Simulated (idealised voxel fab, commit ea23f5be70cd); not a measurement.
A process module follows: voxel gate over fins.
For reference, the cross-section in this document is cut, with width 265 nm and square cells of 5 nm.
In this document a cross-section is written as a grid of square cells. It is given as a series of bands, listed from the top down, and a band is one or more rows of cells. This entry defines a band. It first specifies the height of the band's top and the height of its bottom in nm, and then specifies the band's materials from left to right, stating each material with its width in nm. The word "all across" identifies a single material that fills the band from edge to edge, while the word "empty" identifies empty space. Heights are reckoned from 0. Under this level, the received wafer is all of one material. The bottommost band is open-ended downward, for example "0 -> down". Width: "30->40" (first number = top row, second number = bottom row, same change from row to row of cells). A step reported as "nothing altered" is a step in which no cell of the cross-section changed. Listed in "Trapped cavities": every empty space of 8 or more cells without an open way to the top. Form: width x height at distance, the distance being from the left edge, all in nm. Past the settings on a step's line: simulator remark, on that step. For masked steps, "overlay nm" on the step line gives how far right of plan the mask actually lay; a minus sign means it lay to the left.
[The following list gives the planned process steps]
1 RECEIVE with material Si
2 CONFORMAL_DEP with material SiN, thk nm 10
3 MASKED_ETCH with tone cover, mask id FINS, width nm 15, pitch nm 45, etch materials SiN, depth nm 10, overlay nm 0
4 MASKED_ETCH with tone cover, mask id FINS, width nm 15, pitch nm 45, etch materials Si, depth nm 40, overlay nm 0
5 FILL_DEP with material SiO2, thk nm 5
6 CMP with height nm 10
7 SELECTIVE_ETCH with etch materials SiO2, depth nm 25
8 STRIP with etch materials SiN
9 CONFORMAL_DEP with material HfO2, thk nm 5
10 CONFORMAL_DEP with material TiN, thk nm 5
11 FILL_DEP with material W, thk nm 15
12 CMP with height nm 20
13 CONFORMAL_DEP with material SiCN, thk nm 10
[Concerning the first of two wafers, which was run in accordance with the plan]
[Cross-section of the incoming wafer, state after step 1]
  0 -> down: Si all across
  Trapped cavities: none
[Cross-sectional representation of the wafer at the conclusion of step 2]
  10 -> 0: SiN all across
  Lower than 0, everything is as it was.
[Cross-sectional representation of the wafer at the conclusion of step 3]
  10 -> 0: empty=80  SiN=15  empty=30  SiN=15  empty=30  SiN=15  empty=80
  Lower than 0, everything is as it was.
[Cross-sectional representation of the wafer at the conclusion of step 4]
  10 -> 0: empty=80  SiN=15  empty=30  SiN=15  empty=30  SiN=15  empty=80
  0 -> -40: empty=80  Si=15  empty=30  Si=15  empty=30  Si=15  empty=80
  Lower than -40, everything is as it was.
[Cross-sectional representation of the wafer at the conclusion of step 5]
  15 -> 10: SiO2 all across
  10 -> 0: SiO2=80  SiN=15  SiO2=30  SiN=15  SiO2=30  SiN=15  SiO2=80
  0 -> -40: SiO2=80  Si=15  SiO2=30  Si=15  SiO2=30  Si=15  SiO2=80
  Lower than -40, everything is as it was.
[Cross-sectional representation of the wafer at the conclusion of step 6]
  10 -> 0: SiO2=80  SiN=15  SiO2=30  SiN=15  SiO2=30  SiN=15  SiO2=80
  Lower than 0, everything is as it was.
[Cross-sectional representation of the wafer at the conclusion of step 7]
  10 -> 0: empty=80  SiN=15  empty=30  SiN=15  empty=30  SiN=15  empty=80
  0 -> -15: empty=80  Si=15  empty=30  Si=15  empty=30  Si=15  empty=80
  Lower than -15, everything is as it was.
[Cross-sectional representation of the wafer at the conclusion of step 8]
  0 -> -15: empty=80  Si=15  empty=30  Si=15  empty=30  Si=15  empty=80
  Lower than -15, everything is as it was.
[Cross-sectional representation of the wafer at the conclusion of step 9]
  5 -> 0: empty=75  HfO2=25  empty=20  HfO2=25  empty=20  HfO2=25  empty=75
  0 -> -10: empty=75  HfO2=5  Si=15  HfO2=5  empty=20  HfO2=5  Si=15  HfO2=5  empty=20  HfO2=5  Si=15  HfO2=5  empty=75
  -10 -> -15: HfO2=80  Si=15  HfO2=30  Si=15  HfO2=30  Si=15  HfO2=80
  Lower than -15, everything is as it was.
[Cross-sectional representation of the wafer at the conclusion of step 10]
  10 -> 5: empty=70  TiN=35  empty=10  TiN=35  empty=10  TiN=35  empty=70
  5 -> 0: empty=70  TiN=5  HfO2=25  TiN=5  empty=10  TiN=5  HfO2=25  TiN=5  empty=10  TiN=5  HfO2=25  TiN=5  empty=70
  0 -> -5: empty=70  TiN=5  HfO2=5  Si=15  HfO2=5  TiN=5  empty=10  TiN=5  HfO2=5  Si=15  HfO2=5  TiN=5  empty=10  TiN=5  HfO2=5  Si=15  HfO2=5  TiN=5  empty=70
  -5 -> -10: TiN=75  HfO2=5  Si=15  HfO2=5  TiN=20  HfO2=5  Si=15  HfO2=5  TiN=20  HfO2=5  Si=15  HfO2=5  TiN=75
  Lower than -10, everything is as it was.
[Cross-sectional representation of the wafer at the conclusion of step 11]
  25 -> 10: W all across
  10 -> 5: W=70  TiN=35  W=10  TiN=35  W=10  TiN=35  W=70
  5 -> 0: W=70  TiN=5  HfO2=25  TiN=5  W=10  TiN=5  HfO2=25  TiN=5  W=10  TiN=5  HfO2=25  TiN=5  W=70
  0 -> -5: W=70  TiN=5  HfO2=5  Si=15  HfO2=5  TiN=5  W=10  TiN=5  HfO2=5  Si=15  HfO2=5  TiN=5  W=10  TiN=5  HfO2=5  Si=15  HfO2=5  TiN=5  W=70
  Lower than -5, everything is as it was.
[Cross-sectional representation of the wafer at the conclusion of step 12]
  20 -> 10: W all across
  Lower than 10, everything is as it was.
[Cross-sectional representation of the wafer at the conclusion of step 13]
  30 -> 20: SiCN all across
  Lower than 20, everything is as it was.
[Companion wafer, the second of two: same beginning, same intended sequence, one mistake in carrying it out; through step 8 inclusive it tracks the first exactly]
[Cross-sectional view of the second wafer at the intended end time of process step 9]
  5 -> 0: empty=75  SiO2=25  empty=20  SiO2=25  empty=20  SiO2=25  empty=75
  0 -> -10: empty=75  SiO2=5  Si=15  SiO2=5  empty=20  SiO2=5  Si=15  SiO2=5  empty=20  SiO2=5  Si=15  SiO2=5  empty=75
  -10 -> -40: SiO2=80  Si=15  SiO2=30  Si=15  SiO2=30  Si=15  SiO2=80
  Lower than -40, everything is as it was.
[Cross-sectional view of the second wafer at the intended end time of process step 10]
  10 -> 5: empty=70  TiN=35  empty=10  TiN=35  empty=10  TiN=35  empty=70
  5 -> 0: empty=70  TiN=5  SiO2=25  TiN=5  empty=10  TiN=5  SiO2=25  TiN=5  empty=10  TiN=5  SiO2=25  TiN=5  empty=70
  0 -> -5: empty=70  TiN=5  SiO2=5  Si=15  SiO2=5  TiN=5  empty=10  TiN=5  SiO2=5  Si=15  SiO2=5  TiN=5  empty=10  TiN=5  SiO2=5  Si=15  SiO2=5  TiN=5  empty=70
  -5 -> -10: TiN=75  SiO2=5  Si=15  SiO2=5  TiN=20  SiO2=5  Si=15  SiO2=5  TiN=20  SiO2=5  Si=15  SiO2=5  TiN=75
  Lower than -10, everything is as it was.
[Cross-sectional view of the second wafer at the intended end time of process step 11]
  25 -> 10: W all across
  10 -> 5: W=70  TiN=35  W=10  TiN=35  W=10  TiN=35  W=70
  5 -> 0: W=70  TiN=5  SiO2=25  TiN=5  W=10  TiN=5  SiO2=25  TiN=5  W=10  TiN=5  SiO2=25  TiN=5  W=70
  0 -> -5: W=70  TiN=5  SiO2=5  Si=15  SiO2=5  TiN=5  W=10  TiN=5  SiO2=5  Si=15  SiO2=5  TiN=5  W=10  TiN=5  SiO2=5  Si=15  SiO2=5  TiN=5  W=70
  Lower than -5, everything is as it was.
[Cross-sectional view of the second wafer at the intended end time of process step 12]
  20 -> 10: W all across
  Lower than 10, everything is as it was.
[Cross-sectional view of the second wafer at the intended end time of process step 13]
  30 -> 20: SiCN all across
  Lower than 20, everything is as it was.
Nonconformance to the process plan: step 9 ran with different settings than intended, the actual operation and settings being CONFORMAL_DEP with material SiO2, thk nm 5
FYI, end of process, the second wafer has more or fewer cells of some materials than the first: HfO2 -71; SiO2 +71
